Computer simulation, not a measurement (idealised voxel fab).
The process module that follows is named voxel quadruple lines.
Each square cell in cross-section cut measures 5 nm, and the section as a whole is 280 nm wide.
Just so we're on the same page, the cross-sections are grids of square cells, and they're listed out in bands top to bottom, each band one or more rows deep. Read a band's entry like this: the first values are the height of its top and the height of its bottom in nm, and what follows is the sequence of materials from left to right, each with its width in nm. Note that "air" is empty space, and that a single material marked "all across" reaches across the band from edge to edge. It should be noted that heights are counted from 0, beneath which the wafer as supplied is of one material throughout, and that the lowest band possesses no lower boundary but continues downward, as written in "top 0, no bottom". When a width is written as two numbers, as in "30..40", the first number is the width in the top row of cells of the band and the second is the width in its bottom row, and the width changes by the same amount from each row to the next. "nothing altered" after a step means that no cell of the cross-section changed. Heads up: "Closed void register" only lists the empty pockets with no open path to the top that are 8 cells or more, and it writes them as width x height at distance, distance from the left edge, in nm. On each step's line, the part that comes after the settings is the simulator's own comment on the step. overlay nm, on a step with a mask: how far to the right of its planned place the mask lay; to the left if negative.
# Steps in the process plan
1: RECEIVE,material Si
2: CONFORMAL_DEP,material SiO2,thk nm 5
3: DIRECTIONAL_DEP,material W,thk nm 10
4: DIRECTIONAL_DEP,material polySi,thk nm 15
5: DIRECTIONAL_DEP,material aC,thk nm 25
6: PATTERN,tone cover,mask id MANDREL,material resist,width nm 30,thk nm 35,overlay nm 0
7: DIRECTIONAL_ETCH,etch materials aC,depth nm 25
8: STRIP,etch materials resist
9: CONFORMAL_DEP,material SiO2,thk nm 10
10: DIRECTIONAL_ETCH,etch materials SiO2,depth nm 10
11: STRIP,etch materials aC
12: DIRECTIONAL_ETCH,etch materials polySi,depth nm 15
13: STRIP,etch materials SiO2
14: CONFORMAL_DEP,material SiN,thk nm 10
15: DIRECTIONAL_ETCH,etch materials SiN,depth nm 10
16: STRIP,etch materials polySi
17: DIRECTIONAL_ETCH,etch materials W,depth nm 10
18: STRIP,etch materials SiN
# Incoming wafer in cross-section (state: after step 1)
> top 0, no bottom | Si all across
> Closed void register: none
# The following cross-section depicts the wafer upon conclusion of the module. Processing commenced from the starting condition illustrated above and adhered to the plan illustrated above, save for one mistake in execution
> top 15, bottom 5 | 110 of air  10 of W  10 of air  20 of W  10 of air  10 of W  110 of air
> top 5, bottom 0 | SiO2 all across
> top 0, no bottom | Si all across
> Closed void register: none
Plan not followed: in deviation from the planned setting, step 6 was conducted as PATTERN,tone cover,mask id MANDREL,material resist,width nm 20,thk nm 35,overlay nm 0
